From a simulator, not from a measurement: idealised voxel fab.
process module | voxel ribs on slabs
cross-section cut | 145 nm wide | cells 5 nm
A cross-section is a grid of square cells, given in bands from the top down. A band is one or more rows of cells.
Each band's line starts with the height of the band's top and of its bottom, in nm. Then come its materials from left to right, each with its width in nm. One material with "throughout" fills the band from edge to edge. "air" is empty space.
Height 0 is the level under which the wafer as received is all one material. The lowest band goes on downwards, as in "0 down".
A width such as "30 to 40" changes by the same amount from each row of cells to the next, from the band's top row to its bottom row.
"no change" after a step means that no cell of the cross-section changed.
closed voids: empty space of 8 cells or more with no open way to the top, each as width x height at its distance from the left edge, in nm
after a step's settings: what the simulator itself notes on the step
overlay nm, on a step with a mask: how far to the right of its planned place the mask lay; to the left if negative
plan
1 op RECEIVE | material Si
2 op DIRECTIONAL_DEP | material SiO2 | thk nm 25
3 op DIRECTIONAL_DEP | material polySi | thk nm 20
4 op DIRECTIONAL_DEP | material aC | thk nm 15
5 op PATTERN | tone cover | mask id RIB | material resist | width nm 30 | thk nm 30 | overlay nm 0
6 op DIRECTIONAL_ETCH | etch materials aC | depth nm 15
7 op STRIP | etch materials resist
8 op DIRECTIONAL_ETCH | etch materials polySi | depth nm 10
9 op STRIP | etch materials aC
10 op DIRECTIONAL_DEP | material aC | thk nm 10
11 op PATTERN | tone cover | mask id SLAB | material resist | width nm 80 | thk nm 25 | overlay nm 0
12 op DIRECTIONAL_ETCH | etch materials aC | depth nm 10
13 op STRIP | etch materials resist
14 op DIRECTIONAL_ETCH | etch materials polySi | depth nm 10
15 op STRIP | etch materials aC
16 op FILL_DEP | material SiO2 | thk nm 20
17 op CMP | height nm 55
18 op DIRECTIONAL_DEP | material W | thk nm 5
19 op DIRECTIONAL_DEP | material aC | thk nm 15
20 op PATTERN | tone cover | mask id HEATER | material resist | width nm 40 | thk nm 30 | overlay nm 0
21 op DIRECTIONAL_ETCH | etch materials aC | depth nm 15
22 op STRIP | etch materials resist
23 op DIRECTIONAL_ETCH | etch materials W | depth nm 5
24 op STRIP | etch materials aC
25 op CONFORMAL_DEP | material SiO2 | thk nm 10
first wafer, as planned
as received, after step 1
  0 down: Si throughout
  closed voids: none
after step 2
  25 to 0: SiO2 throughout
  below 0: unchanged
after step 3
  45 to 25: polySi throughout
  below 25: unchanged
after step 4
  60 to 45: aC throughout
  below 45: unchanged
after step 5
  90 to 60: air 55 | resist 30 | air 60
  below 60: unchanged
after step 6
  75 to 60: air 55 | resist 30 | air 60
  60 to 45: air 55 | aC 30 | air 60
  below 45: unchanged
after step 7
  60 to 45: air 55 | aC 30 | air 60
  below 45: unchanged
after step 8
  60 to 45: air 55 | aC 30 | air 60
  45 to 35: air 55 | polySi 30 | air 60
  below 35: unchanged
after step 9
  45 to 35: air 55 | polySi 30 | air 60
  below 35: unchanged
after step 10
  55 to 45: air 55 | aC 30 | air 60
  45 to 35: aC 55 | polySi 30 | aC 60
  below 35: unchanged
after step 11
  80 to 55: air 30 | resist 80 | air 35
  55 to 45: air 30 | resist 25 | aC 30 | resist 25 | air 35
  below 45: unchanged
after step 12
  70 to 55: air 30 | resist 80 | air 35
  55 to 45: air 30 | resist 25 | aC 30 | resist 25 | air 35
  45 to 35: air 30 | aC 25 | polySi 30 | aC 25 | air 35
  below 35: unchanged
after step 13
  55 to 45: air 55 | aC 30 | air 60
  below 45: unchanged
after step 14
  55 to 45: air 55 | aC 30 | air 60
  45 to 35: air 30 | aC 25 | polySi 30 | aC 25 | air 35
  35 to 25: air 30 | polySi 80 | air 35
  below 25: unchanged
after step 15
  45 to 35: air 55 | polySi 30 | air 60
  below 35: unchanged
after step 16
  65 to 45: SiO2 throughout
  45 to 35: SiO2 55 | polySi 30 | SiO2 60
  35 to 25: SiO2 30 | polySi 80 | SiO2 35
  below 25: unchanged
after step 17
  55 to 45: SiO2 throughout
  below 45: unchanged
after step 18
  60 to 55: W throughout
  below 55: unchanged
after step 19
  75 to 60: aC throughout
  below 60: unchanged
after step 20
  105 to 75: air 50 | resist 40 | air 55
  below 75: unchanged
after step 21
  90 to 75: air 50 | resist 40 | air 55
  75 to 60: air 50 | aC 40 | air 55
  below 60: unchanged
after step 22
  75 to 60: air 50 | aC 40 | air 55
  below 60: unchanged
after step 23
  75 to 60: air 50 | aC 40 | air 55
  60 to 55: air 50 | W 40 | air 55
  below 55: unchanged
after step 24
  60 to 55: air 50 | W 40 | air 55
  below 55: unchanged
after step 25
  70 to 65: air 40 | SiO2 60 | air 45
  65 to 60: SiO2 throughout
  60 to 55: SiO2 50 | W 40 | SiO2 55
  below 55: unchanged
second wafer: like start, like plan, one mistake. Through step 19 it matches the first wafer
when step 20 should have ended
  105 to 75: air 45 | resist 50 | air 50
  below 75: unchanged
when step 21 should have ended
  90 to 75: air 45 | resist 50 | air 50
  75 to 60: air 45 | aC 50 | air 50
  below 60: unchanged
when step 22 should have ended
  75 to 60: air 45 | aC 50 | air 50
  below 60: unchanged
when step 23 should have ended
  75 to 60: air 45 | aC 50 | air 50
  60 to 55: air 45 | W 50 | air 50
  below 55: unchanged
when step 24 should have ended
  60 to 55: air 45 | W 50 | air 50
  below 55: unchanged
when step 25 should have ended
  70 to 65: air 35 | SiO2 70 | air 40
  65 to 60: SiO2 throughout
  60 to 55: SiO2 45 | W 50 | SiO2 50
  below 55: unchanged
what went wrong: step 20 ran as: op PATTERN | tone cover | mask id HEATER | material resist | width nm 50 | thk nm 30 | overlay nm 0
at the end the second wafer has, in cells: 2 more of W
